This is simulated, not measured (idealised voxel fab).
Presented below is a process module, voxel self aligned vias.
The width of the displayed cross-section, cut, is 215 nm; its cells are square, with a size of 5 nm.
Cross-section format: a grid of square cells, given as bands from top to bottom; each band is one or more rows of cells.
For a band, the entry starts with two heights in nm, that of the top and then that of the bottom, and carries on with the band's materials in order from left to right, each alongside its width in nm; the word "everywhere" beside a single material means it fills the band edge to edge, and "empty" means empty space.
Beneath 0, the wafer as received is one material, and that level is where height counting begins. The lowest band goes on downward without a bottom; it is written like "0 -> down".
Width: "30->40" (first number = top row, second number = bottom row, same change from row to row of cells).
When a step is marked "nothing was modified", none of the cells in the cross-section changed during that step.
Each empty space that has no open way to the top and spans at least 8 cells appears under "Closed internal voids" as width x height at distance, the distance counted from the left edge, all in nm.
Step line, after settings: the simulator's comment on this step.
The line of a step may include "overlay nm". On a step with a mask, this value is how far to the right of its planned place the mask lay. A negative value means the mask lay to the left.

Planned step list for the process:
1 RECEIVE | material Si
2 CONFORMAL_DEP | material SiO2 | thk nm 15
3 CONFORMAL_DEP | material SiCN | thk nm 5
4 DIRECTIONAL_DEP | material SiO2 | thk nm 30
5 DIRECTIONAL_DEP | material aC | thk nm 15
6 PATTERN | tone open | mask id LINES | material resist | width nm 25 | pitch nm 65 | thk nm 30 | overlay nm 0
7 DIRECTIONAL_ETCH | etch materials aC | depth nm 15
8 STRIP | etch materials resist
9 DIRECTIONAL_ETCH | etch materials SiO2 | depth nm 30
10 STRIP | etch materials aC
11 CONFORMAL_DEP | material TiN | thk nm 5
12 FILL_DEP | material Ru | thk nm 5
13 CMP | height nm 50
14 SELECTIVE_ETCH | etch materials W Ru TiN | depth nm 5
15 FILL_DEP | material SiN | thk nm 10
16 CMP | height nm 50
17 DIRECTIONAL_DEP | material SiO2 | thk nm 20
18 PATTERN | tone open | mask id VIAS | material resist | width nm 35 | pitch nm 65 | thk nm 15 | overlay nm 0
19 DIRECTIONAL_ETCH | etch materials SiO2 | depth nm 20
20 DIRECTIONAL_ETCH | etch materials SiN | depth nm 5
21 STRIP | etch materials resist
22 CONFORMAL_DEP | material TiN | thk nm 5
23 FILL_DEP | material W | thk nm 10
24 CMP | height nm 70
25 CONFORMAL_DEP | material SiCN | thk nm 5

On the first of the two wafers: run conducted according to plan:

The cross-section here shows the wafer as received, i.e. in its state after step 1:
0 -> down  Si everywhere
Closed internal voids: none

Step 2 complete: cross-section through the wafer:
15 -> 0  SiO2 everywhere
Below a height of 0, the structure has not been altered.

Step 3 complete: cross-section through the wafer:
20 -> 15  SiCN everywhere
Below a height of 15, the structure has not been altered.

Step 4 complete: cross-section through the wafer:
50 -> 20  SiO2 everywhere
Below a height of 20, the structure has not been altered.

Step 5 complete: cross-section through the wafer:
65 -> 50  aC everywhere
Below a height of 50, the structure has not been altered.

Step 6 complete: cross-section through the wafer:
95 -> 65  resist 30 nm | empty 25 nm | resist 40 nm | empty 25 nm | resist 40 nm | empty 25 nm | resist 30 nm
Below a height of 65, the structure has not been altered.

Step 7 complete: cross-section through the wafer:
80 -> 65  resist 30 nm | empty 25 nm | resist 40 nm | empty 25 nm | resist 40 nm | empty 25 nm | resist 30 nm
65 -> 50  aC 30 nm | empty 25 nm | aC 40 nm | empty 25 nm | aC 40 nm | empty 25 nm | aC 30 nm
Below a height of 50, the structure has not been altered.

Step 8 complete: cross-section through the wafer:
65 -> 50  aC 30 nm | empty 25 nm | aC 40 nm | empty 25 nm | aC 40 nm | empty 25 nm | aC 30 nm
Below a height of 50, the structure has not been altered.

Step 9 complete: cross-section through the wafer:
65 -> 50  aC 30 nm | empty 25 nm | aC 40 nm | empty 25 nm | aC 40 nm | empty 25 nm | aC 30 nm
50 -> 20  SiO2 30 nm | empty 25 nm | SiO2 40 nm | empty 25 nm | SiO2 40 nm | empty 25 nm | SiO2 30 nm
Below a height of 20, the structure has not been altered.

Step 10 complete: cross-section through the wafer:
50 -> 20  SiO2 30 nm | empty 25 nm | SiO2 40 nm | empty 25 nm | SiO2 40 nm | empty 25 nm | SiO2 30 nm
Below a height of 20, the structure has not been altered.

Step 11 complete: cross-section through the wafer:
55 -> 50  TiN 35 nm | empty 15 nm | TiN 50 nm | empty 15 nm | TiN 50 nm | empty 15 nm | TiN 35 nm
50 -> 25  SiO2 30 nm | TiN 5 nm | empty 15 nm | TiN 5 nm | SiO2 40 nm | TiN 5 nm | empty 15 nm | TiN 5 nm | SiO2 40 nm | TiN 5 nm | empty 15 nm | TiN 5 nm | SiO2 30 nm
25 -> 20  SiO2 30 nm | TiN 25 nm | SiO2 40 nm | TiN 25 nm | SiO2 40 nm | TiN 25 nm | SiO2 30 nm
Below a height of 20, the structure has not been altered.

Step 12 complete: cross-section through the wafer:
60 -> 55  Ru everywhere
55 -> 50  TiN 35 nm | Ru 15 nm | TiN 50 nm | Ru 15 nm | TiN 50 nm | Ru 15 nm | TiN 35 nm
50 -> 25  SiO2 30 nm | TiN 5 nm | Ru 15 nm | TiN 5 nm | SiO2 40 nm | TiN 5 nm | Ru 15 nm | TiN 5 nm | SiO2 40 nm | TiN 5 nm | Ru 15 nm | TiN 5 nm | SiO2 30 nm
Below a height of 25, the structure has not been altered.

Step 13 complete: cross-section through the wafer:
50 -> 25  SiO2 30 nm | TiN 5 nm | Ru 15 nm | TiN 5 nm | SiO2 40 nm | TiN 5 nm | Ru 15 nm | TiN 5 nm | SiO2 40 nm | TiN 5 nm | Ru 15 nm | TiN 5 nm | SiO2 30 nm
Below a height of 25, the structure has not been altered.

Step 14 complete: cross-section through the wafer:
50 -> 45  SiO2 30 nm | empty 25 nm | SiO2 40 nm | empty 25 nm | SiO2 40 nm | empty 25 nm | SiO2 30 nm
Below a height of 45, the structure has not been altered.

Step 15 complete: cross-section through the wafer:
60 -> 50  SiN everywhere
50 -> 45  SiO2 30 nm | SiN 25 nm | SiO2 40 nm | SiN 25 nm | SiO2 40 nm | SiN 25 nm | SiO2 30 nm
Below a height of 45, the structure has not been altered.

Step 16 complete: cross-section through the wafer:
50 -> 45  SiO2 30 nm | SiN 25 nm | SiO2 40 nm | SiN 25 nm | SiO2 40 nm | SiN 25 nm | SiO2 30 nm
Below a height of 45, the structure has not been altered.

Step 17 complete: cross-section through the wafer:
70 -> 50  SiO2 everywhere
Below a height of 50, the structure has not been altered.

Step 18 complete: cross-section through the wafer:
85 -> 70  resist 25 nm | empty 35 nm | resist 30 nm | empty 35 nm | resist 30 nm | empty 35 nm | resist 25 nm
Below a height of 70, the structure has not been altered.

Step 19 complete: cross-section through the wafer:
85 -> 70  resist 25 nm | empty 35 nm | resist 30 nm | empty 35 nm | resist 30 nm | empty 35 nm | resist 25 nm
70 -> 50  SiO2 25 nm | empty 35 nm | SiO2 30 nm | empty 35 nm | SiO2 30 nm | empty 35 nm | SiO2 25 nm
Below a height of 50, the structure has not been altered.

Step 20 complete: cross-section through the wafer:
85 -> 70  resist 25 nm | empty 35 nm | resist 30 nm | empty 35 nm | resist 30 nm | empty 35 nm | resist 25 nm
70 -> 50  SiO2 25 nm | empty 35 nm | SiO2 30 nm | empty 35 nm | SiO2 30 nm | empty 35 nm | SiO2 25 nm
50 -> 45  SiO2 30 nm | empty 25 nm | SiO2 40 nm | empty 25 nm | SiO2 40 nm | empty 25 nm | SiO2 30 nm
Below a height of 45, the structure has not been altered.

Step 21 complete: cross-section through the wafer:
70 -> 50  SiO2 25 nm | empty 35 nm | SiO2 30 nm | empty 35 nm | SiO2 30 nm | empty 35 nm | SiO2 25 nm
Below a height of 50, the structure has not been altered.

Step 22 complete: cross-section through the wafer:
75 -> 70  TiN 30 nm | empty 25 nm | TiN 40 nm | empty 25 nm | TiN 40 nm | empty 25 nm | TiN 30 nm
70 -> 55  SiO2 25 nm | TiN 5 nm | empty 25 nm | TiN 5 nm | SiO2 30 nm | TiN 5 nm | empty 25 nm | TiN 5 nm | SiO2 30 nm | TiN 5 nm | empty 25 nm | TiN 5 nm | SiO2 25 nm
55 -> 50  SiO2 25 nm | TiN 10 nm | empty 15 nm | TiN 10 nm | SiO2 30 nm | TiN 10 nm | empty 15 nm | TiN 10 nm | SiO2 30 nm | TiN 10 nm | empty 15 nm | TiN 10 nm | SiO2 25 nm
50 -> 45  SiO2 30 nm | TiN 25 nm | SiO2 40 nm | TiN 25 nm | SiO2 40 nm | TiN 25 nm | SiO2 30 nm
Below a height of 45, the structure has not been altered.

Step 23 complete: cross-section through the wafer:
85 -> 75  W everywhere
75 -> 70  TiN 30 nm | W 25 nm | TiN 40 nm | W 25 nm | TiN 40 nm | W 25 nm | TiN 30 nm
70 -> 55  SiO2 25 nm | TiN 5 nm | W 25 nm | TiN 5 nm | SiO2 30 nm | TiN 5 nm | W 25 nm | TiN 5 nm | SiO2 30 nm | TiN 5 nm | W 25 nm | TiN 5 nm | SiO2 25 nm
55 -> 50  SiO2 25 nm | TiN 10 nm | W 15 nm | TiN 10 nm | SiO2 30 nm | TiN 10 nm | W 15 nm | TiN 10 nm | SiO2 30 nm | TiN 10 nm | W 15 nm | TiN 10 nm | SiO2 25 nm
Below a height of 50, the structure has not been altered.

Step 24 complete: cross-section through the wafer:
70 -> 55  SiO2 25 nm | TiN 5 nm | W 25 nm | TiN 5 nm | SiO2 30 nm | TiN 5 nm | W 25 nm | TiN 5 nm | SiO2 30 nm | TiN 5 nm | W 25 nm | TiN 5 nm | SiO2 25 nm
Below a height of 55, the structure has not been altered.

Step 25 complete: cross-section through the wafer:
75 -> 70  SiCN everywhere
Below a height of 70, the structure has not been altered.

second wafer: like start, like plan, one mistake. Through step 2 it matches the first wafer:

The second wafer in cross-section, at the planned close of step 3: nothing was modified

The second wafer in cross-section, at the planned close of step 4:
45 -> 0  SiO2 everywhere
Below a height of 0, the structure has not been altered.

The second wafer in cross-section, at the planned close of step 5:
60 -> 45  aC everywhere
Below a height of 45, the structure has not been altered.

The second wafer in cross-section, at the planned close of step 6:
90 -> 60  resist 30 nm | empty 25 nm | resist 40 nm | empty 25 nm | resist 40 nm | empty 25 nm | resist 30 nm
Below a height of 60, the structure has not been altered.

The second wafer in cross-section, at the planned close of step 7:
75 -> 60  resist 30 nm | empty 25 nm | resist 40 nm | empty 25 nm | resist 40 nm | empty 25 nm | resist 30 nm
60 -> 45  aC 30 nm | empty 25 nm | aC 40 nm | empty 25 nm | aC 40 nm | empty 25 nm | aC 30 nm
Below a height of 45, the structure has not been altered.

The second wafer in cross-section, at the planned close of step 8:
60 -> 45  aC 30 nm | empty 25 nm | aC 40 nm | empty 25 nm | aC 40 nm | empty 25 nm | aC 30 nm
Below a height of 45, the structure has not been altered.

The second wafer in cross-section, at the planned close of step 9:
60 -> 45  aC 30 nm | empty 25 nm | aC 40 nm | empty 25 nm | aC 40 nm | empty 25 nm | aC 30 nm
45 -> 15  SiO2 30 nm | empty 25 nm | SiO2 40 nm | empty 25 nm | SiO2 40 nm | empty 25 nm | SiO2 30 nm
Below a height of 15, the structure has not been altered.

The second wafer in cross-section, at the planned close of step 10:
45 -> 15  SiO2 30 nm | empty 25 nm | SiO2 40 nm | empty 25 nm | SiO2 40 nm | empty 25 nm | SiO2 30 nm
Below a height of 15, the structure has not been altered.

The second wafer in cross-section, at the planned close of step 11:
50 -> 45  TiN 35 nm | empty 15 nm | TiN 50 nm | empty 15 nm | TiN 50 nm | empty 15 nm | TiN 35 nm
45 -> 20  SiO2 30 nm | TiN 5 nm | empty 15 nm | TiN 5 nm | SiO2 40 nm | TiN 5 nm | empty 15 nm | TiN 5 nm | SiO2 40 nm | TiN 5 nm | empty 15 nm | TiN 5 nm | SiO2 30 nm
20 -> 15  SiO2 30 nm | TiN 25 nm | SiO2 40 nm | TiN 25 nm | SiO2 40 nm | TiN 25 nm | SiO2 30 nm
Below a height of 15, the structure has not been altered.

The second wafer in cross-section, at the planned close of step 12:
55 -> 50  Ru everywhere
50 -> 45  TiN 35 nm | Ru 15 nm | TiN 50 nm | Ru 15 nm | TiN 50 nm | Ru 15 nm | TiN 35 nm
45 -> 20  SiO2 30 nm | TiN 5 nm | Ru 15 nm | TiN 5 nm | SiO2 40 nm | TiN 5 nm | Ru 15 nm | TiN 5 nm | SiO2 40 nm | TiN 5 nm | Ru 15 nm | TiN 5 nm | SiO2 30 nm
Below a height of 20, the structure has not been altered.

The second wafer in cross-section, at the planned close of step 13:
50 -> 45  TiN 35 nm | Ru 15 nm | TiN 50 nm | Ru 15 nm | TiN 50 nm | Ru 15 nm | TiN 35 nm
Below a height of 45, the structure has not been altered.

The second wafer in cross-section, at the planned close of step 14:
45 -> 20  SiO2 30 nm | TiN 5 nm | Ru 15 nm | TiN 5 nm | SiO2 40 nm | TiN 5 nm | Ru 15 nm | TiN 5 nm | SiO2 40 nm | TiN 5 nm | Ru 15 nm | TiN 5 nm | SiO2 30 nm
Below a height of 20, the structure has not been altered.

The second wafer in cross-section, at the planned close of step 15:
55 -> 45  SiN everywhere
Below a height of 45, the structure has not been altered.

The second wafer in cross-section, at the planned close of step 16:
50 -> 45  SiN everywhere
Below a height of 45, the structure has not been altered.

The second wafer in cross-section, at the planned close of step 17:
70 -> 50  SiO2 everywhere
Below a height of 50, the structure has not been altered.

The second wafer in cross-section, at the planned close of step 18:
85 -> 70  resist 25 nm | empty 35 nm | resist 30 nm | empty 35 nm | resist 30 nm | empty 35 nm | resist 25 nm
Below a height of 70, the structure has not been altered.

The second wafer in cross-section, at the planned close of step 19:
85 -> 70  resist 25 nm | empty 35 nm | resist 30 nm | empty 35 nm | resist 30 nm | empty 35 nm | resist 25 nm
70 -> 50  SiO2 25 nm | empty 35 nm | SiO2 30 nm | empty 35 nm | SiO2 30 nm | empty 35 nm | SiO2 25 nm
Below a height of 50, the structure has not been altered.

The second wafer in cross-section, at the planned close of step 20:
85 -> 70  resist 25 nm | empty 35 nm | resist 30 nm | empty 35 nm | resist 30 nm | empty 35 nm | resist 25 nm
70 -> 50  SiO2 25 nm | empty 35 nm | SiO2 30 nm | empty 35 nm | SiO2 30 nm | empty 35 nm | SiO2 25 nm
50 -> 45  SiN 25 nm | empty 35 nm | SiN 30 nm | empty 35 nm | SiN 30 nm | empty 35 nm | SiN 25 nm
Below a height of 45, the structure has not been altered.

The second wafer in cross-section, at the planned close of step 21:
70 -> 50  SiO2 25 nm | empty 35 nm | SiO2 30 nm | empty 35 nm | SiO2 30 nm | empty 35 nm | SiO2 25 nm
Below a height of 50, the structure has not been altered.

The second wafer in cross-section, at the planned close of step 22:
75 -> 70  TiN 30 nm | empty 25 nm | TiN 40 nm | empty 25 nm | TiN 40 nm | empty 25 nm | TiN 30 nm
70 -> 50  SiO2 25 nm | TiN 5 nm | empty 25 nm | TiN 5 nm | SiO2 30 nm | TiN 5 nm | empty 25 nm | TiN 5 nm | SiO2 30 nm | TiN 5 nm | empty 25 nm | TiN 5 nm | SiO2 25 nm
50 -> 45  SiN 25 nm | TiN 35 nm | SiN 30 nm | TiN 35 nm | SiN 30 nm | TiN 35 nm | SiN 25 nm
Below a height of 45, the structure has not been altered.

The second wafer in cross-section, at the planned close of step 23:
85 -> 75  W everywhere
75 -> 70  TiN 30 nm | W 25 nm | TiN 40 nm | W 25 nm | TiN 40 nm | W 25 nm | TiN 30 nm
70 -> 50  SiO2 25 nm | TiN 5 nm | W 25 nm | TiN 5 nm | SiO2 30 nm | TiN 5 nm | W 25 nm | TiN 5 nm | SiO2 30 nm | TiN 5 nm | W 25 nm | TiN 5 nm | SiO2 25 nm
Below a height of 50, the structure has not been altered.

The second wafer in cross-section, at the planned close of step 24:
70 -> 50  SiO2 25 nm | TiN 5 nm | W 25 nm | TiN 5 nm | SiO2 30 nm | TiN 5 nm | W 25 nm | TiN 5 nm | SiO2 30 nm | TiN 5 nm | W 25 nm | TiN 5 nm | SiO2 25 nm
Below a height of 50, the structure has not been altered.

The second wafer in cross-section, at the planned close of step 25:
75 -> 70  SiCN everywhere
Below a height of 70, the structure has not been altered.
It is concluded that the wafer was processed incorrectly with respect to the plan, in that step 3 of the plan was excluded from execution and never run
End check, counted in cells, second wafer has more or fewer of these materials than the first: +9 Ru; -43 SiCN; +22 SiN; +6 TiN; +6 W
